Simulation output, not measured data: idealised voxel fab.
A process module follows: voxel self aligned vias.
The figure presents cross-section cut, which has a width of 225 nm and is divided into square cells with an edge length of 5 nm.
Cross-section layout: square cells on a grid; listed as bands, top to bottom; a band spans one or more cell rows.
What a band's entry tells you: where the top is and where the bottom is, as heights in nm, and after that what lies inside, material by material from left to right, each with its width in nm. Empty space is written as the word "empty", and a single material marked with the word "everywhere" occupies the band from edge to edge.
Heights are reckoned from 0. Under this level, the received wafer is all of one material. The bottommost band is open-ended downward, for example "from 0 down".
Graded width ("30 to 40"): value in top row of band = first number; value in bottom row = second number; row-to-row change constant.
"no modifications" for a step: no cell of the cross-section changed in that step.
Each empty space that has no open way to the top and spans at least 8 cells appears under "Encapsulated voids" as width x height at distance, the distance counted from the left edge, all in nm.
Step line, after settings: the simulator's comment on this step.
"overlay nm" on a masked step: distance the mask lay right of its planned place, negative for left.
## So here's the lineup of process steps we planned
1 RECEIVE with material Si
2 CONFORMAL_DEP with material SiO2, thk nm 10
3 CONFORMAL_DEP with material SiCN, thk nm 5
4 DIRECTIONAL_DEP with material lowk, thk nm 20
5 MASKED_ETCH with tone open, mask id LINES, width nm 30, pitch nm 55, etch materials lowk, depth nm 20, overlay nm 0
6 CONFORMAL_DEP with material TiN, thk nm 5
7 FILL_DEP with material Ru, thk nm 10
8 CMP with height nm 35
9 SELECTIVE_ETCH with etch materials W Ru TiN, depth nm 5
10 FILL_DEP with material SiN, thk nm 5
11 CMP with height nm 35
12 DIRECTIONAL_DEP with material lowk, thk nm 15
13 DIRECTIONAL_DEP with material aC, thk nm 10
14 PATTERN with tone open, mask id VIAS, material resist, width nm 40, pitch nm 55, thk nm 30, overlay nm 0
15 DIRECTIONAL_ETCH with etch materials aC, depth nm 10
16 STRIP with etch materials resist
17 DIRECTIONAL_ETCH with etch materials lowk, depth nm 15
18 DIRECTIONAL_ETCH with etch materials SiN, depth nm 5
19 STRIP with etch materials aC
20 CONFORMAL_DEP with material TiN, thk nm 5
21 FILL_DEP with material Ru, thk nm 10
22 CMP with height nm 50
23 CONFORMAL_DEP with material SiN, thk nm 5
## as received, after step 1
	from 0 down  Si everywhere
	Encapsulated voids: none
## Run as planned - first of the two wafers cross-sectioned at the end of the module
	from 55 to 50  SiN everywhere
	from 50 to 40  35 nm lowk, then 5 nm TiN, then 30 nm Ru, then 5 nm TiN, then 15 nm lowk, then 5 nm TiN, then 30 nm Ru, then 5 nm TiN, then 15 nm lowk, then 5 nm TiN, then 30 nm Ru, then 5 nm TiN, then 40 nm lowk
	from 40 to 35  35 nm lowk, then 10 nm TiN, then 20 nm Ru, then 10 nm TiN, then 15 nm lowk, then 10 nm TiN, then 20 nm Ru, then 10 nm TiN, then 15 nm lowk, then 10 nm TiN, then 20 nm Ru, then 10 nm TiN, then 40 nm lowk
	from 35 to 30  40 nm lowk, then 30 nm TiN, then 25 nm lowk, then 30 nm TiN, then 25 nm lowk, then 30 nm TiN, then 45 nm lowk
	from 30 to 20  40 nm lowk, then 5 nm TiN, then 20 nm Ru, then 5 nm TiN, then 25 nm lowk, then 5 nm TiN, then 20 nm Ru, then 5 nm TiN, then 25 nm lowk, then 5 nm TiN, then 20 nm Ru, then 5 nm TiN, then 45 nm lowk
	from 20 to 15  40 nm lowk, then 30 nm TiN, then 25 nm lowk, then 30 nm TiN, then 25 nm lowk, then 30 nm TiN, then 45 nm lowk
	from 15 to 10  SiCN everywhere
	from 10 to 0  SiO2 everywhere
	from 0 down  Si everywhere
	Encapsulated voids: none
## Cross-sectional view of the second of two wafers upon completion of the module. This wafer shared its starting condition and process plan with the first; one error was made during its execution
	from 55 to 50  SiN everywhere
	from 50 to 40  35 nm lowk, then 5 nm TiN, then 30 nm Ru, then 5 nm TiN, then 15 nm lowk, then 5 nm TiN, then 30 nm Ru, then 5 nm TiN, then 15 nm lowk, then 5 nm TiN, then 30 nm Ru, then 5 nm TiN, then 40 nm lowk
	from 40 to 35  35 nm lowk, then 40 nm TiN, then 15 nm lowk, then 40 nm TiN, then 15 nm lowk, then 40 nm TiN, then 40 nm lowk
	from 35 to 30  35 nm lowk, then 5 nm TiN, then 30 nm SiN, then 5 nm TiN, then 15 nm lowk, then 5 nm TiN, then 30 nm SiN, then 5 nm TiN, then 15 nm lowk, then 5 nm TiN, then 30 nm SiN, then 5 nm TiN, then 40 nm lowk
	from 30 to 20  40 nm lowk, then 5 nm TiN, then 20 nm Ru, then 5 nm TiN, then 25 nm lowk, then 5 nm TiN, then 20 nm Ru, then 5 nm TiN, then 25 nm lowk, then 5 nm TiN, then 20 nm Ru, then 5 nm TiN, then 45 nm lowk
	from 20 to 15  40 nm lowk, then 30 nm TiN, then 25 nm lowk, then 30 nm TiN, then 25 nm lowk, then 30 nm TiN, then 45 nm lowk
	from 15 to 10  SiCN everywhere
	from 10 to 0  SiO2 everywhere
	from 0 down  Si everywhere
	Encapsulated voids: none
Want to know what went wrong? planned and actual differ for step 18; actual: DIRECTIONAL_ETCH with etch materials lowk, depth nm 5
Looking at both finished wafers in cells, the second ends up ahead of or behind the first on some materials: 12 fewer of Ru, 18 more of SiN, 6 fewer of lowk
